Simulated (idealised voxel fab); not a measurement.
Process module heading - voxel transistor to metal
Cross-section cut spans 285 nm and uses square cells 5 nm in size.
Throughout this document, each cross-section is represented as a grid of square cells and is presented as a sequence of bands enumerated from the top downward, where a band comprises one or more rows of cells.
Heights first: top, then bottom, in nm. Then materials, left to right, each with a width in nm. "everywhere" on a single material: fills the band edge to edge. "blank": empty space.
Height reference: 0 = level under which incoming wafer is all one material. Lowest band: no bottom, runs on downward, e.g. "0..down".
The expression "30->40" gives the width at the extremes of the band, the first number at its top row of cells and the second at its bottom row, with the width changing by equal amounts from each row to the next in between.
"same as before" means the step left every cell of the cross-section as it was.
Voids not open to the top, 8 cells minimum: see "Fully enclosed voids". Written width x height at distance; distance is from the left edge; nm.
Anything after a step's settings on that line? It's the simulator's own note about the step.
overlay nm: on a step with a mask, how far right of its planned place the mask lay; negative means left.

Plan
- 1: RECEIVE with material Si
- 2: CONFORMAL_DEP with material SiO2, thk nm 5
- 3: CONFORMAL_DEP with material SiN, thk nm 10
- 4: DIRECTIONAL_DEP with material aC, thk nm 10
- 5: PATTERN with tone cover, mask id ACTIVE, material resist, width nm 90, pitch nm 115, thk nm 25, overlay nm 0
- 6: DIRECTIONAL_ETCH with etch materials aC, depth nm 10
- 7: STRIP with etch materials resist
- 8: DIRECTIONAL_ETCH with etch materials SiN, depth nm 10
- 9: DIRECTIONAL_ETCH with etch materials SiO2, depth nm 5
- 10: DIRECTIONAL_ETCH with etch materials Si, depth nm 25
- 11: STRIP with etch materials aC
- 12: FILL_DEP with material SiO2, thk nm 10
- 13: CMP with height nm 15
- 14: SELECTIVE_ETCH with etch materials SiO2, depth nm 10
- 15: STRIP with etch materials SiN
- 16: SELECTIVE_ETCH with etch materials SiO2, depth nm 5
- 17: OXIDIZE with depth nm 5
- 18: DIRECTIONAL_DEP with material polySi, thk nm 30
- 19: DIRECTIONAL_DEP with material SiCN, thk nm 15
- 20: PATTERN with tone cover, mask id GATE, material resist, width nm 20, pitch nm 115, thk nm 20, overlay nm 0
- 21: DIRECTIONAL_ETCH with etch materials SiCN, depth nm 25
- 22: DIRECTIONAL_ETCH with etch materials polySi, depth nm 40
- 23: STRIP with etch materials resist
- 24: CONFORMAL_DEP with material SiO2, thk nm 5
- 25: DIRECTIONAL_ETCH with etch materials SiO2, depth nm 5
- 26: CONFORMAL_DEP with material SiN, thk nm 5
- 27: DIRECTIONAL_ETCH with etch materials SiN, depth nm 5
- 28: DIRECTIONAL_ETCH with etch materials SiO2, depth nm 5
- 29: DIRECTIONAL_ETCH with etch materials Si, depth nm 10
- 30: EPI with material SiGe, thk nm 15
- 31: FILL_DEP with material SiO2, thk nm 5
- 32: CMP with height nm 45
- 33: DIRECTIONAL_DEP with material SiO2, thk nm 15
- 34: PATTERN with tone open, mask id CONTACT, material resist, width nm 15, thk nm 20, overlay nm 0
- 35: DIRECTIONAL_ETCH with etch materials SiO2, depth nm 60
- 36: STRIP with etch materials resist
- 37: CONFORMAL_DEP with material TiN, thk nm 5
- 38: FILL_DEP with material Ru, thk nm 10
- 39: CMP with height nm 60
- 40: CONFORMAL_DEP with material SiCN, thk nm 5
- 41: DIRECTIONAL_DEP with material lowk, thk nm 15
- 42: PATTERN with tone open, mask id METAL_1, material resist, width nm 15, thk nm 15, overlay nm 0
- 43: DIRECTIONAL_ETCH with etch materials lowk, depth nm 15
- 44: DIRECTIONAL_ETCH with etch materials SiCN, depth nm 5
- 45: STRIP with etch materials resist
- 46: CONFORMAL_DEP with material TiN, thk nm 5
- 47: FILL_DEP with material W, thk nm 5
- 48: CMP with height nm 80
- 49: CONFORMAL_DEP with material SiCN, thk nm 5
- 50: DIRECTIONAL_DEP with material lowk, thk nm 30
- 51: DIRECTIONAL_DEP with material aC, thk nm 15
- 52: PATTERN with tone open, mask id METAL_2, material resist, width nm 15, pitch nm 115, thk nm 30, overlay nm 0
- 53: DIRECTIONAL_ETCH with etch materials aC, depth nm 15
- 54: STRIP with etch materials resist
- 55: DIRECTIONAL_ETCH with etch materials lowk, depth nm 20
- 56: STRIP with etch materials aC
- 57: PATTERN with tone open, mask id METAL_2_HOLES, material resist, width nm 15, pitch nm 115, thk nm 20, overlay nm 0
- 58: DIRECTIONAL_ETCH with etch materials lowk, depth nm 10
- 59: DIRECTIONAL_ETCH with etch materials SiCN, depth nm 5
- 60: STRIP with etch materials resist
- 61: CONFORMAL_DEP with material TiN, thk nm 5
- 62: FILL_DEP with material Cu, thk nm 5
- 63: CMP with height nm 115
- 64: CONFORMAL_DEP with material SiN, thk nm 5

As received, after step 1
0..down  Si everywhere
Fully enclosed voids: none

Sectioned view, first of two wafers, at the close of the module, processed as intended in the plan
120..115  SiN everywhere
115..85  lowk=45, then TiN=5, then Cu=5, then TiN=5, then lowk=100, then TiN=5, then Cu=5, then TiN=5, then lowk=110
85..80  SiCN=45, then TiN=15, then SiCN=100, then TiN=15, then SiCN=110
80..65  lowk=45, then TiN=5, then W=5, then TiN=5, then lowk=50, then TiN=5, then W=5, then TiN=5, then lowk=35, then TiN=5, then W=5, then TiN=5, then lowk=50, then TiN=5, then W=5, then TiN=5, then lowk=45
65..60  SiCN=45, then TiN=15, then SiCN=50, then TiN=15, then SiCN=35, then TiN=15, then SiCN=50, then TiN=15, then SiCN=45
60..45  SiO2=45, then TiN=5, then Ru=5, then TiN=5, then SiO2=50, then TiN=5, then Ru=5, then TiN=5, then SiO2=35, then TiN=5, then Ru=5, then TiN=5, then SiO2=50, then TiN=5, then Ru=5, then TiN=5, then SiO2=45
45..30  SiO2=45, then TiN=5, then Ru=5, then TiN=5, then SiO2=5, then SiN=5, then SiO2=5, then SiCN=20, then SiO2=5, then SiN=5, then SiO2=5, then TiN=5, then Ru=5, then TiN=5, then SiO2=35, then TiN=5, then Ru=5, then TiN=5, then SiO2=5, then SiN=5, then SiO2=5, then SiCN=20, then SiO2=5, then SiN=5, then SiO2=5, then TiN=5, then Ru=5, then TiN=5, then SiO2=45
30..15  SiO2=45, then TiN=5, then Ru=5, then TiN=5, then SiO2=5, then SiN=5, then SiO2=5, then polySi=20, then SiO2=5, then SiN=5, then SiO2=5, then TiN=5, then Ru=5, then TiN=5, then SiO2=35, then TiN=5, then Ru=5, then TiN=5, then SiO2=5, then SiN=5, then SiO2=5, then polySi=20, then SiO2=5, then SiN=5, then SiO2=5, then TiN=5, then Ru=5, then TiN=5, then SiO2=45
15..10  SiO2=45, then TiN=15, then SiO2=5, then SiN=5, then SiO2=5, then polySi=20, then SiO2=5, then SiN=5, then SiO2=5, then TiN=15, then SiO2=35, then TiN=15, then SiO2=5, then SiN=5, then SiO2=5, then polySi=20, then SiO2=5, then SiN=5, then SiO2=5, then TiN=15, then SiO2=45
10..0  SiO2=45, then TiN=5, then SiGe=15, then SiN=5, then SiO2=5, then polySi=20, then SiO2=5, then SiN=5, then SiGe=15, then TiN=5, then SiO2=35, then TiN=5, then SiGe=15, then SiN=5, then SiO2=5, then polySi=20, then SiO2=5, then SiN=5, then SiGe=15, then TiN=5, then SiO2=45
0..-5  SiO2=35, then SiGe=30, then SiO2=40, then SiGe=30, then SiO2=15, then SiGe=30, then SiO2=40, then SiGe=30, then SiO2=35
-5..-15  SiO2=40, then SiGe=25, then Si=40, then SiGe=25, then SiO2=25, then SiGe=25, then Si=40, then SiGe=25, then SiO2=40
-15..-25  SiO2=40, then Si=90, then SiO2=25, then Si=90, then SiO2=40
-25..down  Si everywhere
Fully enclosed voids: none

Wafer two, sectioned after the module: the first wafer's start, the first wafer's plan, and one mistake in how it was run
120..115  SiN everywhere
115..110  TiN=50, then Cu=5, then TiN=110, then Cu=5, then TiN=115
110..105  lowk=45, then TiN=5, then Cu=5, then TiN=5, then lowk=100, then TiN=5, then Cu=5, then TiN=5, then lowk=110
105..100  lowk=45, then TiN=15, then lowk=100, then TiN=15, then lowk=110
100..85  aC everywhere
85..80  SiCN everywhere
80..65  lowk=45, then TiN=5, then W=5, then TiN=5, then lowk=50, then TiN=5, then W=5, then TiN=5, then lowk=35, then TiN=5, then W=5, then TiN=5, then lowk=50, then TiN=5, then W=5, then TiN=5, then lowk=45
65..60  SiCN=45, then TiN=15, then SiCN=50, then TiN=15, then SiCN=35, then TiN=15, then SiCN=50, then TiN=15, then SiCN=45
60..45  SiO2=45, then TiN=5, then Ru=5, then TiN=5, then SiO2=50, then TiN=5, then Ru=5, then TiN=5, then SiO2=35, then TiN=5, then Ru=5, then TiN=5, then SiO2=50, then TiN=5, then Ru=5, then TiN=5, then SiO2=45
45..30  SiO2=45, then TiN=5, then Ru=5, then TiN=5, then SiO2=5, then SiN=5, then SiO2=5, then SiCN=20, then SiO2=5, then SiN=5, then SiO2=5, then TiN=5, then Ru=5, then TiN=5, then SiO2=35, then TiN=5, then Ru=5, then TiN=5, then SiO2=5, then SiN=5, then SiO2=5, then SiCN=20, then SiO2=5, then SiN=5, then SiO2=5, then TiN=5, then Ru=5, then TiN=5, then SiO2=45
30..15  SiO2=45, then TiN=5, then Ru=5, then TiN=5, then SiO2=5, then SiN=5, then SiO2=5, then polySi=20, then SiO2=5, then SiN=5, then SiO2=5, then TiN=5, then Ru=5, then TiN=5, then SiO2=35, then TiN=5, then Ru=5, then TiN=5, then SiO2=5, then SiN=5, then SiO2=5, then polySi=20, then SiO2=5, then SiN=5, then SiO2=5, then TiN=5, then Ru=5, then TiN=5, then SiO2=45
15..10  SiO2=45, then TiN=15, then SiO2=5, then SiN=5, then SiO2=5, then polySi=20, then SiO2=5, then SiN=5, then SiO2=5, then TiN=15, then SiO2=35, then TiN=15, then SiO2=5, then SiN=5, then SiO2=5, then polySi=20, then SiO2=5, then SiN=5, then SiO2=5, then TiN=15, then SiO2=45
10..0  SiO2=45, then TiN=5, then SiGe=15, then SiN=5, then SiO2=5, then polySi=20, then SiO2=5, then SiN=5, then SiGe=15, then TiN=5, then SiO2=35, then TiN=5, then SiGe=15, then SiN=5, then SiO2=5, then polySi=20, then SiO2=5, then SiN=5, then SiGe=15, then TiN=5, then SiO2=45
0..-5  SiO2=35, then SiGe=30, then SiO2=40, then SiGe=30, then SiO2=15, then SiGe=30, then SiO2=40, then SiGe=30, then SiO2=35
-5..-15  SiO2=40, then SiGe=25, then Si=40, then SiGe=25, then SiO2=25, then SiGe=25, then Si=40, then SiGe=25, then SiO2=40
-15..-25  SiO2=40, then Si=90, then SiO2=25, then Si=90, then SiO2=40
-25..down  Si everywhere
Fully enclosed voids: none
Against the plan, the run slipped here: steps 50 and 51 got flipped, so each one ran where the other should have
Materials where the second wafer ends with more or fewer cells than the first: 8 fewer of Cu; 6 more of SiCN; 35 more of TiN; 171 more of aC; 204 fewer of lowk
